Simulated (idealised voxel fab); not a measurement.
The name of this process module is voxel wiring stack.
The cross-section shown here is cut; it is 180 nm wide and divided into square cells measuring 5 nm on a side.
If you're reading a cross-section in this doc, picture square cells in a grid; it comes to you as bands, top ones listed first down to the bottom, and a band can be one or more rows of cells.
Heads up on the band format: heights come first, top then bottom, in nm. After that it's the materials left to right, each with its width in nm. A single material flagged "throughout" fills the whole band edge to edge, and "empty" means there's empty space there.
For the purposes of this specification, 0 denotes the height below which the wafer in its as-received condition is composed wholly of one material, and the lowermost band, lacking a lower limit, extends downward without end, as expressed in "z 0 and below".
A width given as "30 to 40" starts at the first number in the band's top row and ends at the second number in its bottom row, shifting by an equal amount at every step from row to row.
A step reported as "identical to before" is a step in which no cell of the cross-section changed.
Each empty space that has no open way to the top and spans at least 8 cells appears under "Sealed void listing" as width x height at distance, the distance counted from the left edge, all in nm.
On each step's line, the part that comes after the settings is the simulator's own comment on the step.
overlay nm, on a step with a mask: how far to the right of its planned place the mask lay; to the left if negative

Set out below are the planned steps of the process:
1: RECEIVE: material Si
2: CONFORMAL_DEP: material SiO2, thk nm 15
3: DIRECTIONAL_DEP: material TiN, thk nm 5
4: DIRECTIONAL_DEP: material W, thk nm 20
5: PATTERN: tone cover, mask id METAL_1, material resist, width nm 20, pitch nm 45, thk nm 15, overlay nm 0
6: DIRECTIONAL_ETCH: etch materials W, depth nm 20
7: DIRECTIONAL_ETCH: etch materials TiN, depth nm 5
8: STRIP: etch materials resist
9: CONFORMAL_DEP: material SiCN, thk nm 5
10: FILL_DEP: material SiO2, thk nm 5
11: CMP: height nm 40
12: CONFORMAL_DEP: material SiCN, thk nm 5
13: DIRECTIONAL_DEP: material lowk, thk nm 25
14: MASKED_ETCH: tone open, mask id METAL_2, width nm 20, pitch nm 45, etch materials lowk, depth nm 15, overlay nm 0
15: PATTERN: tone open, mask id METAL_2_HOLES, material resist, width nm 15, thk nm 20, overlay nm 0
16: DIRECTIONAL_ETCH: etch materials lowk, depth nm 10
17: DIRECTIONAL_ETCH: etch materials SiCN, depth nm 5
18: STRIP: etch materials resist
19: CONFORMAL_DEP: material TiN, thk nm 5
20: FILL_DEP: material Cu, thk nm 5
21: CMP: height nm 70
22: CONFORMAL_DEP: material SiN, thk nm 5
Quick note for whoever runs this: the wafers start identical, but the thk nm at step 9 isn't the same across them. The plan just shows what the first wafer had.

As received, i.e. after step 1: cross-section through the first of several wafers:
  z 0 and below = Si throughout
  Sealed void listing: none

First wafer at the end, after step 22:
  z 75 to 70 = SiN throughout
  z 70 to 60 = 55 nm lowk  5 nm TiN  10 nm Cu  5 nm TiN  25 nm lowk  5 nm TiN  10 nm Cu  5 nm TiN  60 nm lowk
  z 60 to 55 = 55 nm lowk  5 nm TiN  5 nm Cu  10 nm TiN  25 nm lowk  20 nm TiN  60 nm lowk
  z 55 to 45 = 55 nm lowk  5 nm TiN  5 nm Cu  5 nm TiN  110 nm lowk
  z 45 to 40 = 55 nm SiCN  15 nm TiN  110 nm SiCN
  z 40 to 20 = 50 nm SiO2  5 nm SiCN  20 nm W  5 nm SiCN  15 nm SiO2  5 nm SiCN  20 nm W  5 nm SiCN  55 nm SiO2
  z 20 to 15 = 55 nm SiCN  20 nm TiN  25 nm SiCN  20 nm TiN  60 nm SiCN
  z 15 to 0 = SiO2 throughout
  z 0 and below = Si throughout
  Sealed void listing: none

Module end, final wafer: cross-section:
  z 75 to 70 = SiN throughout
  z 70 to 60 = 55 nm lowk  5 nm TiN  10 nm Cu  5 nm TiN  25 nm lowk  5 nm TiN  10 nm Cu  5 nm TiN  60 nm lowk
  z 60 to 55 = 55 nm lowk  5 nm TiN  5 nm Cu  10 nm TiN  25 nm lowk  20 nm TiN  60 nm lowk
  z 55 to 45 = 55 nm lowk  5 nm TiN  5 nm Cu  5 nm TiN  110 nm lowk
  z 45 to 40 = 55 nm SiCN  15 nm TiN  110 nm SiCN
  z 40 to 35 = 35 nm SiO2  20 nm SiCN  20 nm W  25 nm SiCN  20 nm W  20 nm SiCN  40 nm SiO2
  z 35 to 20 = 55 nm SiCN  20 nm W  25 nm SiCN  20 nm W  60 nm SiCN
  z 20 to 15 = 55 nm SiCN  20 nm TiN  25 nm SiCN  20 nm TiN  60 nm SiCN
  z 15 to 0 = SiO2 throughout
  z 0 and below = Si throughout
  Sealed void listing: none

Tabulated below, wafer by wafer, are the end-of-module results: for each material, the number of cells gained (+) or lost (-) relative to the as-received state, followed by the closed voids:
thk nm 5; +11 Cu; +77 SiCN; +36 SiN; +204 SiO2; +30 TiN; +32 W; +150 lowk; Sealed void listing: none
thk nm 10; +11 Cu; +113 SiCN; +36 SiN; +168 SiO2; +30 TiN; +32 W; +150 lowk; Sealed void listing: none
thk nm 15; +11 Cu; +139 SiCN; +36 SiN; +142 SiO2; +30 TiN; +32 W; +150 lowk; Sealed void listing: none
thk nm 20; +11 Cu; +158 SiCN; +36 SiN; +123 SiO2; +30 TiN; +32 W; +150 lowk; Sealed void listing: none
